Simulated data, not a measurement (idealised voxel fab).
Process module, titled voxel air gaps
Cross-section cut: width 155 nm, square cells of 5 nm.
We lay out every cross-section as a grid of square cells and spell it out in bands from the top down, where one band means one or more rows of cells.
The band entry comprises the height of the band's top followed by the height of its bottom, expressed in nm, and subsequently the band's materials from left to right, each stated together with its width in nm. Where a single material is marked with the word "all across", that material fills the band from edge to edge. The word "empty" represents empty space.
The reference from which all heights are counted is 0, the level beneath which the as-received wafer is entirely one material; the lowest band, having no lower bound, proceeds downward and is written after the example "0 down".
Think of "30..40" as a width that walks from the first number to the second as you go down the band, top row to bottom row, taking equal-sized steps from row to row.
Where a step carries "remained the same", the cross-section came out of it unchanged, cell for cell.
Entry "Closed void catalog" = empty spaces >= 8 cells with no open way to the top; each as width x height at distance, distance from left edge, all nm.
Read whatever lies past the settings on a step's line as the simulator's own remark about the step.
On any step carrying a mask, the "overlay nm" setting, if present on the step's line, tells how far right of its planned place the mask lay; negative values point to the left.

The steps planned for the process are as follows:
1,RECEIVE,material Si
2,CONFORMAL_DEP,material SiO2,thk nm 15
3,CONFORMAL_DEP,material SiN,thk nm 5
4,DIRECTIONAL_DEP,material lowk,thk nm 35
5,DIRECTIONAL_DEP,material aC,thk nm 10
6,PATTERN,tone open,mask id LINES,material resist,width nm 15,pitch nm 40,thk nm 30,overlay nm 0
7,DIRECTIONAL_ETCH,etch materials aC,depth nm 10
8,STRIP,etch materials resist
9,DIRECTIONAL_ETCH,etch materials lowk,depth nm 35
10,STRIP,etch materials aC
11,CONFORMAL_DEP,material TiN,thk nm 5
12,FILL_DEP,material Ru,thk nm 5
13,CMP,height nm 55
14,EPI,material Ru,thk nm 10
15,SELECTIVE_ETCH,etch materials lowk,depth nm 45
16,CONFORMAL_DEP,material SiN,thk nm 5

Wafer cross-section on receipt, i.e. after step 1:
	0 down  Si all across
	Closed void catalog: none

Final wafer profile in cross-section after the module, from the same start and plan as above, with one mistake made during processing:
	70 to 65  SiN all across
	65 to 55  Ru all across
	55 to 50  35 of TiN, then 5 of Ru, then 35 of TiN, then 5 of Ru, then 35 of TiN, then 5 of Ru, then 35 of TiN
	50 to 20  30 of lowk, then 5 of TiN, then 5 of Ru, then 5 of TiN, then 25 of lowk, then 5 of TiN, then 5 of Ru, then 5 of TiN, then 25 of lowk, then 5 of TiN, then 5 of Ru, then 5 of TiN, then 30 of lowk
	20 to 15  30 of lowk, then 15 of TiN, then 25 of lowk, then 15 of TiN, then 25 of lowk, then 15 of TiN, then 30 of lowk
	15 to 0  SiO2 all across
	0 down  Si all across
	Closed void catalog: none
The mistake made against the process plan was this: skipped: plan step 3 (never run)
